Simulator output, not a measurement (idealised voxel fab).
This section sets out a process module, namely voxel wiring stack.
Pictured: cross-section cut, 275 nm wide, on a grid of 5 nm square cells.
This document writes a cross-section as a grid whose cells are square, and gives it as bands, listed from the top down; one or more rows of cells form a band. Band entry format. Leading values: height of top, height of bottom, nm. Remainder: materials in left-to-right order, each with its width in nm. Special words: "everywhere" on a single material, which then fills the band edge to edge; "air", empty space. Basically, 0 is our baseline, since under it the wafer straight out of the box is all one material. The bottom band has no lower end and keeps on going down, so it looks like "0 and below". Read "30 to 40" as a graded width: first number on top, second number at the bottom, same change between each pair of neighbouring rows. It should be understood that the words "identical to before", when stated for a given step, signify that the cross-section underwent no change in any of its cells during that step. In "Closed empty spaces" the enclosed voids are listed, meaning empty spaces of 8 cells or larger without any opening to the top. The form is width x height at distance, distance from the left edge, units nm. Post-settings text on a step line: simulator's own remark regarding the step. overlay nm: step with mask; distance mask lay right of planned place; negative value = left of planned place.

These are the steps we planned for the process
1) RECEIVE | material Si
2) CONFORMAL_DEP | material SiO2 | thk nm 10
3) DIRECTIONAL_DEP | material TiN | thk nm 5
4) DIRECTIONAL_DEP | material W | thk nm 25
5) PATTERN | tone cover | mask id METAL_1 | material resist | width nm 20 | pitch nm 35 | thk nm 15 | overlay nm 0
6) DIRECTIONAL_ETCH | etch materials W | depth nm 25
7) DIRECTIONAL_ETCH | etch materials TiN | depth nm 5
8) STRIP | etch materials resist
9) FILL_DEP | material lowk | thk nm 5
10) CMP | height nm 40
11) CONFORMAL_DEP | material SiCN | thk nm 5
12) DIRECTIONAL_DEP | material SiO2 | thk nm 15
13) PATTERN | tone open | mask id PLUG_1 | material resist | width nm 15 | pitch nm 70 | thk nm 20 | overlay nm 0
14) DIRECTIONAL_ETCH | etch materials SiO2 | depth nm 15
15) DIRECTIONAL_ETCH | etch materials SiCN | depth nm 5
16) STRIP | etch materials resist
17) EPI | material Ru | thk nm 10
18) EPI | material Ru | thk nm 10
19) DIRECTIONAL_DEP | material TiN | thk nm 5
20) DIRECTIONAL_DEP | material W | thk nm 25
21) DIRECTIONAL_DEP | material aC | thk nm 15
22) PATTERN | tone cover | mask id METAL_2 | material resist | width nm 20 | pitch nm 35 | thk nm 30 | overlay nm 0
23) DIRECTIONAL_ETCH | etch materials aC | depth nm 15
24) STRIP | etch materials resist
25) DIRECTIONAL_ETCH | etch materials W | depth nm 25
26) DIRECTIONAL_ETCH | etch materials TiN | depth nm 5
27) STRIP | etch materials aC
28) FILL_DEP | material lowk | thk nm 5
29) CMP | height nm 90
30) CONFORMAL_DEP | material SiCN | thk nm 5
31) DIRECTIONAL_DEP | material SiO2 | thk nm 10
32) DIRECTIONAL_DEP | material aC | thk nm 10
33) PATTERN | tone open | mask id PLUG_2 | material resist | width nm 15 | pitch nm 70 | thk nm 25 | overlay nm 0
34) DIRECTIONAL_ETCH | etch materials aC | depth nm 10
35) STRIP | etch materials resist
36) DIRECTIONAL_ETCH | etch materials SiO2 | depth nm 10
37) DIRECTIONAL_ETCH | etch materials SiCN | depth nm 5
38) STRIP | etch materials aC
39) CONFORMAL_DEP | material TiN | thk nm 5
40) FILL_DEP | material Ru | thk nm 5
41) CMP | height nm 105
42) CONFORMAL_DEP | material SiN | thk nm 5
43) DIRECTIONAL_DEP | material SiO2 | thk nm 15
44) PATTERN | tone open | mask id METAL_3 | material resist | width nm 20 | pitch nm 35 | thk nm 20 | overlay nm 0
45) DIRECTIONAL_ETCH | etch materials SiO2 | depth nm 15
46) DIRECTIONAL_ETCH | etch materials SiN | depth nm 5
47) STRIP | etch materials resist
48) CONFORMAL_DEP | material TiN | thk nm 5
49) FILL_DEP | material Cu | thk nm 10
50) CMP | height nm 125
51) EPI | material Ru | thk nm 5
52) FILL_DEP | material SiCN | thk nm 5

as received, after step 1
* 0 and below | Si everywhere
* Closed empty spaces: none

What the wafer looks like in cross-section after this module, when it starts as shown above and follows the plan above but one mistake is made in running it
* 135 down to 130 | SiCN everywhere
* 130 down to 125 | SiCN 90 | Ru 30 | SiCN 5 | Ru 30 | SiCN 5 | Ru 30 | SiCN 85
* 125 down to 110 | SiO2 95 | TiN 5 | Cu 10 | TiN 5 | SiO2 15 | TiN 5 | Cu 10 | TiN 5 | SiO2 15 | TiN 5 | Cu 10 | TiN 5 | SiO2 90
* 110 down to 105 | SiN 95 | TiN 20 | SiN 15 | TiN 20 | SiN 15 | TiN 20 | SiN 90
* 105 down to 95 | SiO2 90 | TiN 5 | Ru 5 | TiN 5 | SiO2 55 | TiN 5 | Ru 5 | TiN 5 | SiO2 100
* 95 down to 90 | SiCN 90 | TiN 15 | SiCN 55 | TiN 15 | SiCN 100
* 90 down to 65 | lowk 90 | W 20 | lowk 15 | W 20 | lowk 15 | W 20 | lowk 95
* 65 down to 60 | lowk 90 | TiN 20 | lowk 15 | TiN 20 | lowk 15 | TiN 20 | lowk 95
* 60 down to 45 | SiO2 90 | Ru 15 | SiO2 55 | Ru 15 | SiO2 100
* 45 down to 40 | SiCN 90 | Ru 15 | SiCN 55 | Ru 15 | SiCN 100
* 40 down to 15 | lowk 90 | W 20 | lowk 15 | W 20 | lowk 15 | W 20 | lowk 95
* 15 down to 10 | lowk 90 | TiN 20 | lowk 15 | TiN 20 | lowk 15 | TiN 20 | lowk 95
* 10 down to 0 | SiO2 everywhere
* 0 and below | Si everywhere
* Closed empty spaces: none
What was done differently from what was planned? contrary to plan, step 44 was performed as PATTERN | tone open | mask id METAL_3 | material resist | width nm 20 | pitch nm 35 | thk nm 20 | overlay nm 5
